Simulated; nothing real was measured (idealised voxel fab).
Title: Process Module voxel capacitor over wiring
We display cut, a cross-section 265 nm in width whose square cells are each 5 nm.
A cross-section is a grid of square cells, given in bands from the top down. A band is one or more rows of cells. For a band, the entry starts with two heights in nm, that of the top and then that of the bottom, and carries on with the band's materials in order from left to right, each alongside its width in nm; the word "throughout" beside a single material means it fills the band edge to edge, and "empty" means empty space. Height reference: 0 = level under which incoming wafer is all one material. Lowest band: no bottom, runs on downward, e.g. "from 0 down". Note: "30->40" means the width goes from the first number (top row of the band) to the second number (bottom row) in equal steps per row of cells. "identical to before" means the step left every cell of the cross-section as it was. Closed-off voids of 8+ cells (no open route to the top) go in "Enclosed cavities", written width x height at distance from the left edge, in nm. after a step's settings: what the simulator itself notes on the step. The line of a step may include "overlay nm". On a step with a mask, this value is how far to the right of its planned place the mask lay. A negative value means the mask lay to the left.
Planned step list for the process:
- 1: op RECEIVE | material Si
- 2: op CONFORMAL_DEP | material SiO2 | thk nm 15
- 3: op CONFORMAL_DEP | material SiN | thk nm 5
- 4: op DIRECTIONAL_DEP | material SiO2 | thk nm 25
- 5: op MASKED_ETCH | tone open | mask id METAL_1 | width nm 30 | pitch nm 90 | etch materials SiO2 | depth nm 25 | overlay nm 0
- 6: op MASKED_ETCH | tone open | mask id METAL_1 | width nm 30 | pitch nm 90 | etch materials SiN | depth nm 5 | overlay nm 0
- 7: op CONFORMAL_DEP | material TiN | thk nm 5
- 8: op FILL_DEP | material Cu | thk nm 10
- 9: op CMP | height nm 45
- 10: op CONFORMAL_DEP | material SiCN | thk nm 5
- 11: op DIRECTIONAL_DEP | material SiO2 | thk nm 15
- 12: op PATTERN | tone open | mask id PLUG_1 | material resist | width nm 15 | thk nm 15 | overlay nm 0
- 13: op DIRECTIONAL_ETCH | etch materials SiO2 | depth nm 15
- 14: op DIRECTIONAL_ETCH | etch materials SiCN | depth nm 5
- 15: op STRIP | etch materials resist
- 16: op EPI | material Ru | thk nm 10
- 17: op EPI | material Ru | thk nm 10
- 18: op DIRECTIONAL_DEP | material TiN | thk nm 5
- 19: op DIRECTIONAL_DEP | material HfO2 | thk nm 5
- 20: op DIRECTIONAL_DEP | material TiN | thk nm 10
- 21: op PATTERN | tone cover | mask id UPPER_PLATE | material resist | width nm 65 | thk nm 15 | overlay nm 0
- 22: op DIRECTIONAL_ETCH | etch materials TiN | depth nm 10
- 23: op DIRECTIONAL_ETCH | etch materials HfO2 | depth nm 5
- 24: op STRIP | etch materials resist
- 25: op PATTERN | tone cover | mask id LOWER_PLATE | material resist | width nm 75 | thk nm 15 | overlay nm 0
- 26: op DIRECTIONAL_ETCH | etch materials TiN | depth nm 5
- 27: op STRIP | etch materials resist
- 28: op FILL_DEP | material SiO2 | thk nm 15
- 29: op CMP | height nm 95
- 30: op PATTERN | tone open | mask id PLUG_2 | material resist | width nm 15 | thk nm 20 | overlay nm 0
- 31: op DIRECTIONAL_ETCH | etch materials SiO2 | depth nm 10
- 32: op STRIP | etch materials resist
- 33: op CONFORMAL_DEP | material TiN | thk nm 5
- 34: op FILL_DEP | material Cu | thk nm 10
- 35: op CMP | height nm 95
- 36: op CONFORMAL_DEP | material SiN | thk nm 5
Wafer at receipt (post step 1), cross-section:
from 0 down  Si throughout
Enclosed cavities: none
Look at the cross-section after the module: the wafer started out the way shown above and the plan was the one shown above, yet one mistake was made along the way:
from 100 to 95  SiN throughout
from 95 to 90  SiO2 (95), then TiN (5), then Cu (5), then TiN (5), then SiO2 (155)
from 90 to 85  SiO2 (95), then TiN (15), then SiO2 (155)
from 85 to 75  SiO2 (85), then TiN (65), then SiO2 (115)
from 75 to 70  SiO2 (85), then HfO2 (65), then SiO2 (115)
from 70 to 65  SiO2 (80), then TiN (75), then SiO2 (110)
from 65 to 50  SiO2 (85), then Ru (15), then SiO2 (165)
from 50 to 45  SiCN (85), then Ru (15), then SiCN (165)
from 45 to 35  Cu throughout
from 35 to 30  TiN (75), then Cu (20), then TiN (70), then Cu (20), then TiN (80)
from 30 to 5  SiO2 (70), then TiN (5), then Cu (20), then TiN (5), then SiO2 (60), then TiN (5), then Cu (20), then TiN (5), then SiO2 (75)
from 5 to 0  SiN (70), then TiN (30), then SiN (60), then TiN (30), then SiN (75)
from 0 down  Si throughout
Enclosed cavities: none
Finding, execution versus plan: skipped: plan step 2 (never run)
